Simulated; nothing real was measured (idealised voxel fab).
Process module name: voxel capacitor over wiring
300 nm wide, 5 nm square cells: that's cross-section cut.
Cross-section spec: square-cell grid; bands listed top down; each band is one or more rows. First you get the band's top height and its bottom height, in nm, and then the materials it's made of, left to right, with each width in nm. If you see a single material with "all across", that one covers the band edge to edge. "empty" is empty space. Note: height 0 marks the level under which the wafer is uniformly one material as received. Lowest band unbounded below, written "0..down". The notation "30..40" denotes a width that varies across the rows of cells in the band, beginning at the first number in the top row, finishing at the second number in the bottom row, and changing by an identical amount from each row to the next. Take "nothing altered" at face value: in the step it is given for, the cross-section changed in none of its cells. Entry "Enclosed internal cavities". Content: empty spaces with no open connection to the top, size 8 cells or greater. Each: width x height at distance. Distance: from left edge. Unit: nm. It should be noted that, on the line of a given step, the content following the step's settings is a remark produced by the simulator itself with respect to that step. "overlay nm" on a masked step: distance the mask lay right of its planned place, negative for left.

## Steps in the process plan
| 1 | RECEIVE | material Si |
| 2 | CONFORMAL_DEP | material SiO2 | thk nm 10 |
| 3 | CONFORMAL_DEP | material SiN | thk nm 5 |
| 4 | DIRECTIONAL_DEP | material SiO2 | thk nm 15 |
| 5 | PATTERN | tone open | mask id METAL_1 | material resist | width nm 25 | pitch nm 90 | thk nm 20 | overlay nm 0 |
| 6 | DIRECTIONAL_ETCH | etch materials SiO2 | depth nm 15 |
| 7 | DIRECTIONAL_ETCH | etch materials SiN | depth nm 5 |
| 8 | STRIP | etch materials resist |
| 9 | CONFORMAL_DEP | material TiN | thk nm 5 |
| 10 | FILL_DEP | material Cu | thk nm 5 |
| 11 | CMP | height nm 30 |
| 12 | CONFORMAL_DEP | material SiCN | thk nm 5 |
| 13 | DIRECTIONAL_DEP | material lowk | thk nm 10 |
| 14 | MASKED_ETCH | tone open | mask id PLUG_1 | width nm 15 | etch materials lowk | depth nm 10 | overlay nm 0 |
| 15 | MASKED_ETCH | tone open | mask id PLUG_1 | width nm 15 | etch materials SiCN | depth nm 5 | overlay nm 0 |
| 16 | EPI | material Ru | thk nm 10 |
| 17 | EPI | material Ru | thk nm 5 |
| 18 | DIRECTIONAL_DEP | material TiN | thk nm 5 |
| 19 | DIRECTIONAL_DEP | material HfO2 | thk nm 5 |
| 20 | DIRECTIONAL_DEP | material TiN | thk nm 5 |
| 21 | PATTERN | tone cover | mask id UPPER_PLATE | material resist | width nm 70 | thk nm 15 | overlay nm 0 |
| 22 | DIRECTIONAL_ETCH | etch materials TiN | depth nm 5 |
| 23 | DIRECTIONAL_ETCH | etch materials HfO2 | depth nm 5 |
| 24 | STRIP | etch materials resist |
| 25 | MASKED_ETCH | tone cover | mask id LOWER_PLATE | width nm 80 | etch materials TiN | depth nm 5 | overlay nm 0 |
| 26 | FILL_DEP | material SiO2 | thk nm 20 |
| 27 | CMP | height nm 75 |
| 28 | MASKED_ETCH | tone open | mask id PLUG_2 | width nm 15 | etch materials SiO2 | depth nm 15 | overlay nm 0 |
| 29 | CONFORMAL_DEP | material TiN | thk nm 5 |
| 30 | FILL_DEP | material Cu | thk nm 5 |
| 31 | CMP | height nm 75 |
| 32 | CONFORMAL_DEP | material SiN | thk nm 5 |
Don't read the plan's thk nm for step 12 as applying to every wafer: that's the first wafer's value, and the wafers differ in it, though they all start identical.

## So this is the first of several wafers, cross-sectioned as it came to us, meaning it's at the end of step 1
0..down = Si all across
Enclosed internal cavities: none

## Last step of the module is step 32; after it, the first of several wafers in cross-section
80..75 = SiN all across
75..65 = SiO2: 110 / TiN: 5 / Cu: 5 / TiN: 5 / SiO2: 175
65..55 = SiO2: 110..100 / TiN: 15..70 / SiO2: 175..130
55..50 = SiO2: 100 / HfO2: 70 / SiO2: 130
50..45 = SiO2: 95 / TiN: 80 / SiO2: 125
45..35 = lowk: 100 / Ru: 15 / lowk: 185
35..30 = SiCN: 100 / Ru: 15 / SiCN: 185
30..15 = SiO2: 90 / TiN: 5 / Cu: 15 / TiN: 5 / SiO2: 65 / TiN: 5 / Cu: 15 / TiN: 5 / SiO2: 95
15..10 = SiN: 90 / TiN: 25 / SiN: 65 / TiN: 25 / SiN: 95
10..0 = SiO2 all across
0..down = Si all across
Enclosed internal cavities: none

## Last-wafer cross-section at the end of the module
80..75 = SiN all across
75..70 = SiO2: 110 / TiN: 60 / SiO2: 130
70..65 = SiO2: 110 / TiN: 5 / HfO2: 55 / SiO2: 130
65..60 = SiO2: 95 / TiN: 5 / SiO2: 10 / TiN: 65 / SiO2: 125
60..55 = lowk: 100 / TiN: 15 / lowk: 185
55..50 = lowk: 100 / HfO2: 15 / lowk: 185
50..45 = SiCN: 100 / TiN: 15 / SiCN: 185
45..30 = SiCN all across
30..15 = SiO2: 90 / TiN: 5 / Cu: 15 / TiN: 5 / SiO2: 65 / TiN: 5 / Cu: 15 / TiN: 5 / SiO2: 95
15..10 = SiN: 90 / TiN: 25 / SiN: 65 / TiN: 25 / SiN: 95
10..0 = SiO2 all across
0..down = Si all across
Enclosed internal cavities: none

## wafer rows; end of module; cells per material since receipt: (+) gained, (-) lost; then closed voids
thk nm 5 | +20 Cu | +14 HfO2 | +9 Ru | +57 SiCN | +110 SiN | +577 SiO2 | +59 TiN | +114 lowk | Enclosed internal cavities: none
thk nm 10 | +19 Cu | +14 HfO2 | +117 SiCN | +110 SiN | +528 SiO2 | +58 TiN | +114 lowk | Enclosed internal cavities: none
thk nm 15 | +18 Cu | +14 HfO2 | +177 SiCN | +110 SiN | +470 SiO2 | +57 TiN | +114 lowk | Enclosed internal cavities: none
thk nm 20 | +18 Cu | +14 HfO2 | +237 SiCN | +110 SiN | +412 SiO2 | +55 TiN | +114 lowk | Enclosed internal cavities: none
